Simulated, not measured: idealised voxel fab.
Process module, titled voxel air gaps
We display cut, a cross-section 210 nm in width whose square cells are each 5 nm.
Heads up, the way a cross-section reads in here is a grid of square cells, handed over as bands from the top down, with every band being one or more rows of cells.
The entry gives the band's vertical extent as a top height and a bottom height in nm, then its horizontal make-up as materials from left to right, each with a width in nm. "empty" stands for empty space; a single material marked "full width" fills the band edge to edge.
Below 0: as-received wafer, all one material; heights counted from there. Lowest band: no bottom, goes on down, written "z 0 and below".
Graded width ("30->40"): value in top row of band = first number; value in bottom row = second number; row-to-row change constant.
"stayed the same" for a step: no cell of the cross-section changed in that step.
Any empty space of 8 cells or more lacking an open way to the top shows up in "Cavities, sealed" as width x height at distance, distance from the left edge, in nm.
Formally, on a step line, whatever follows the settings is a remark that the simulator itself makes on the step.
A step line may carry the setting "overlay nm", which, for steps involving a mask, states the distance by which the mask lay to the right of its intended position; negative values denote displacement to the left.

-- The process steps that were planned are listed below
- 1: RECEIVE | material Si
- 2: CONFORMAL_DEP | material SiO2 | thk nm 15
- 3: CONFORMAL_DEP | material SiN | thk nm 5
- 4: DIRECTIONAL_DEP | material SiO2 | thk nm 40
- 5: PATTERN | tone open | mask id LINES | material resist | width nm 15 | pitch nm 45 | thk nm 20 | overlay nm 0
- 6: DIRECTIONAL_ETCH | etch materials SiO2 | depth nm 40
- 7: STRIP | etch materials resist
- 8: CONFORMAL_DEP | material TiN | thk nm 5
- 9: FILL_DEP | material W | thk nm 5
- 10: CMP | height nm 60
- 11: EPI | material Ru | thk nm 10
- 12: SELECTIVE_ETCH | etch materials SiO2 | depth nm 50
- 13: CONFORMAL_DEP | material SiN | thk nm 5

-- First of two wafers, processed according to plan

-- Received-state cross-section, reflecting completion of step 1
	z 0 and below = Si full width
	Cavities, sealed: none

-- After step 2: wafer cross-section
	z 15 to 0 = SiO2 full width
	All layers under 0 are left as they were.

-- After step 3: wafer cross-section
	z 20 to 15 = SiN full width
	All layers under 15 are left as they were.

-- After step 4: wafer cross-section
	z 60 to 20 = SiO2 full width
	All layers under 20 are left as they were.

-- After step 5: wafer cross-section
	z 80 to 60 = 30 resist, 15 empty, 30 resist, 15 empty, 30 resist, 15 empty, 30 resist, 15 empty, 30 resist
	All layers under 60 are left as they were.

-- After step 6: wafer cross-section
	z 80 to 60 = 30 resist, 15 empty, 30 resist, 15 empty, 30 resist, 15 empty, 30 resist, 15 empty, 30 resist
	z 60 to 20 = 30 SiO2, 15 empty, 30 SiO2, 15 empty, 30 SiO2, 15 empty, 30 SiO2, 15 empty, 30 SiO2
	All layers under 20 are left as they were.

-- After step 7: wafer cross-section
	z 60 to 20 = 30 SiO2, 15 empty, 30 SiO2, 15 empty, 30 SiO2, 15 empty, 30 SiO2, 15 empty, 30 SiO2
	All layers under 20 are left as they were.

-- After step 8: wafer cross-section
	z 65 to 60 = 35 TiN, 5 empty, 40 TiN, 5 empty, 40 TiN, 5 empty, 40 TiN, 5 empty, 35 TiN
	z 60 to 25 = 30 SiO2, 5 TiN, 5 empty, 5 TiN, 30 SiO2, 5 TiN, 5 empty, 5 TiN, 30 SiO2, 5 TiN, 5 empty, 5 TiN, 30 SiO2, 5 TiN, 5 empty, 5 TiN, 30 SiO2
	z 25 to 20 = 30 SiO2, 15 TiN, 30 SiO2, 15 TiN, 30 SiO2, 15 TiN, 30 SiO2, 15 TiN, 30 SiO2
	All layers under 20 are left as they were.

-- After step 9: wafer cross-section
	z 70 to 65 = W full width
	z 65 to 60 = 35 TiN, 5 W, 40 TiN, 5 W, 40 TiN, 5 W, 40 TiN, 5 W, 35 TiN
	z 60 to 25 = 30 SiO2, 5 TiN, 5 W, 5 TiN, 30 SiO2, 5 TiN, 5 W, 5 TiN, 30 SiO2, 5 TiN, 5 W, 5 TiN, 30 SiO2, 5 TiN, 5 W, 5 TiN, 30 SiO2
	All layers under 25 are left as they were.

-- After step 10: wafer cross-section
	z 60 to 25 = 30 SiO2, 5 TiN, 5 W, 5 TiN, 30 SiO2, 5 TiN, 5 W, 5 TiN, 30 SiO2, 5 TiN, 5 W, 5 TiN, 30 SiO2, 5 TiN, 5 W, 5 TiN, 30 SiO2
	All layers under 25 are left as they were.

-- After step 11: wafer cross-section
	z 70 to 60 = 20 empty, 35 Ru, 10 empty, 35 Ru, 10 empty, 35 Ru, 10 empty, 35 Ru, 20 empty
	All layers under 60 are left as they were.

-- After step 12: wafer cross-section
	z 70 to 60 = 20 empty, 35 Ru, 10 empty, 35 Ru, 10 empty, 35 Ru, 10 empty, 35 Ru, 20 empty
	z 60 to 25 = 30 empty, 5 TiN, 5 W, 5 TiN, 30 empty, 5 TiN, 5 W, 5 TiN, 30 empty, 5 TiN, 5 W, 5 TiN, 30 empty, 5 TiN, 5 W, 5 TiN, 30 empty
	z 25 to 20 = 30 empty, 15 TiN, 30 empty, 15 TiN, 30 empty, 15 TiN, 30 empty, 15 TiN, 30 empty
	All layers under 20 are left as they were.

-- After step 13: wafer cross-section
	z 75 to 70 = 15 empty, 180 SiN, 15 empty
	z 70 to 60 = 15 empty, 5 SiN, 35 Ru, 10 SiN, 35 Ru, 10 SiN, 35 Ru, 10 SiN, 35 Ru, 5 SiN, 15 empty
	z 60 to 55 = 15 empty, 15 SiN, 5 TiN, 5 W, 5 TiN, 30 SiN, 5 TiN, 5 W, 5 TiN, 30 SiN, 5 TiN, 5 W, 5 TiN, 30 SiN, 5 TiN, 5 W, 5 TiN, 15 SiN, 15 empty
	z 55 to 25 = 25 empty, 5 SiN, 5 TiN, 5 W, 5 TiN, 5 SiN, 20 empty, 5 SiN, 5 TiN, 5 W, 5 TiN, 5 SiN, 20 empty, 5 SiN, 5 TiN, 5 W, 5 TiN, 5 SiN, 20 empty, 5 SiN, 5 TiN, 5 W, 5 TiN, 5 SiN, 25 empty
	z 25 to 20 = 30 SiN, 15 TiN, 30 SiN, 15 TiN, 30 SiN, 15 TiN, 30 SiN, 15 TiN, 30 SiN
	All layers under 20 are left as they were.
	Cavities, sealed: 20 x 30 at 50; 20 x 30 at 95; 20 x 30 at 140

-- Wafer two. Same start, same plan, one slip in execution. Same as wafer one through step 1, inclusive

-- Planned end of step 2: second wafer, cross-section
	z 30 to 0 = SiO2 full width
	All layers under 0 are left as they were.

-- Planned end of step 3: second wafer, cross-section
	z 35 to 30 = SiN full width
	All layers under 30 are left as they were.

-- Planned end of step 4: second wafer, cross-section
	z 75 to 35 = SiO2 full width
	All layers under 35 are left as they were.

-- Planned end of step 5: second wafer, cross-section
	z 95 to 75 = 30 resist, 15 empty, 30 resist, 15 empty, 30 resist, 15 empty, 30 resist, 15 empty, 30 resist
	All layers under 75 are left as they were.

-- Planned end of step 6: second wafer, cross-section
	z 95 to 75 = 30 resist, 15 empty, 30 resist, 15 empty, 30 resist, 15 empty, 30 resist, 15 empty, 30 resist
	z 75 to 35 = 30 SiO2, 15 empty, 30 SiO2, 15 empty, 30 SiO2, 15 empty, 30 SiO2, 15 empty, 30 SiO2
	All layers under 35 are left as they were.

-- Planned end of step 7: second wafer, cross-section
	z 75 to 35 = 30 SiO2, 15 empty, 30 SiO2, 15 empty, 30 SiO2, 15 empty, 30 SiO2, 15 empty, 30 SiO2
	All layers under 35 are left as they were.

-- Planned end of step 8: second wafer, cross-section
	z 80 to 75 = 35 TiN, 5 empty, 40 TiN, 5 empty, 40 TiN, 5 empty, 40 TiN, 5 empty, 35 TiN
	z 75 to 40 = 30 SiO2, 5 TiN, 5 empty, 5 TiN, 30 SiO2, 5 TiN, 5 empty, 5 TiN, 30 SiO2, 5 TiN, 5 empty, 5 TiN, 30 SiO2, 5 TiN, 5 empty, 5 TiN, 30 SiO2
	z 40 to 35 = 30 SiO2, 15 TiN, 30 SiO2, 15 TiN, 30 SiO2, 15 TiN, 30 SiO2, 15 TiN, 30 SiO2
	All layers under 35 are left as they were.

-- Planned end of step 9: second wafer, cross-section
	z 85 to 80 = W full width
	z 80 to 75 = 35 TiN, 5 W, 40 TiN, 5 W, 40 TiN, 5 W, 40 TiN, 5 W, 35 TiN
	z 75 to 40 = 30 SiO2, 5 TiN, 5 W, 5 TiN, 30 SiO2, 5 TiN, 5 W, 5 TiN, 30 SiO2, 5 TiN, 5 W, 5 TiN, 30 SiO2, 5 TiN, 5 W, 5 TiN, 30 SiO2
	All layers under 40 are left as they were.

-- Planned end of step 10: second wafer, cross-section
	z 60 to 40 = 30 SiO2, 5 TiN, 5 W, 5 TiN, 30 SiO2, 5 TiN, 5 W, 5 TiN, 30 SiO2, 5 TiN, 5 W, 5 TiN, 30 SiO2, 5 TiN, 5 W, 5 TiN, 30 SiO2
	All layers under 40 are left as they were.

-- Planned end of step 11: second wafer, cross-section
	z 70 to 60 = 20 empty, 35 Ru, 10 empty, 35 Ru, 10 empty, 35 Ru, 10 empty, 35 Ru, 20 empty
	All layers under 60 are left as they were.

-- Planned end of step 12: second wafer, cross-section
	z 70 to 60 = 20 empty, 35 Ru, 10 empty, 35 Ru, 10 empty, 35 Ru, 10 empty, 35 Ru, 20 empty
	z 60 to 40 = 30 empty, 5 TiN, 5 W, 5 TiN, 30 empty, 5 TiN, 5 W, 5 TiN, 30 empty, 5 TiN, 5 W, 5 TiN, 30 empty, 5 TiN, 5 W, 5 TiN, 30 empty
	z 40 to 35 = 30 empty, 15 TiN, 30 empty, 15 TiN, 30 empty, 15 TiN, 30 empty, 15 TiN, 30 empty
	All layers under 35 are left as they were.

-- Planned end of step 13: second wafer, cross-section
	z 75 to 70 = 15 empty, 180 SiN, 15 empty
	z 70 to 60 = 15 empty, 5 SiN, 35 Ru, 10 SiN, 35 Ru, 10 SiN, 35 Ru, 10 SiN, 35 Ru, 5 SiN, 15 empty
	z 60 to 55 = 15 empty, 15 SiN, 5 TiN, 5 W, 5 TiN, 30 SiN, 5 TiN, 5 W, 5 TiN, 30 SiN, 5 TiN, 5 W, 5 TiN, 30 SiN, 5 TiN, 5 W, 5 TiN, 15 SiN, 15 empty
	z 55 to 40 = 25 empty, 5 SiN, 5 TiN, 5 W, 5 TiN, 5 SiN, 20 empty, 5 SiN, 5 TiN, 5 W, 5 TiN, 5 SiN, 20 empty, 5 SiN, 5 TiN, 5 W, 5 TiN, 5 SiN, 20 empty, 5 SiN, 5 TiN, 5 W, 5 TiN, 5 SiN, 25 empty
	z 40 to 35 = 30 SiN, 15 TiN, 30 SiN, 15 TiN, 30 SiN, 15 TiN, 30 SiN, 15 TiN, 30 SiN
	All layers under 35 are left as they were.
	Cavities, sealed: 20 x 15 at 50; 20 x 15 at 95; 20 x 15 at 140
The plan and the run diverged here: heads up, step 2 of the plan got done twice
Counted in cells at the end, the second wafer holds more or fewer of these materials than the first: 24 fewer of SiN | 126 more of SiO2 | 24 fewer of TiN | 12 fewer of W
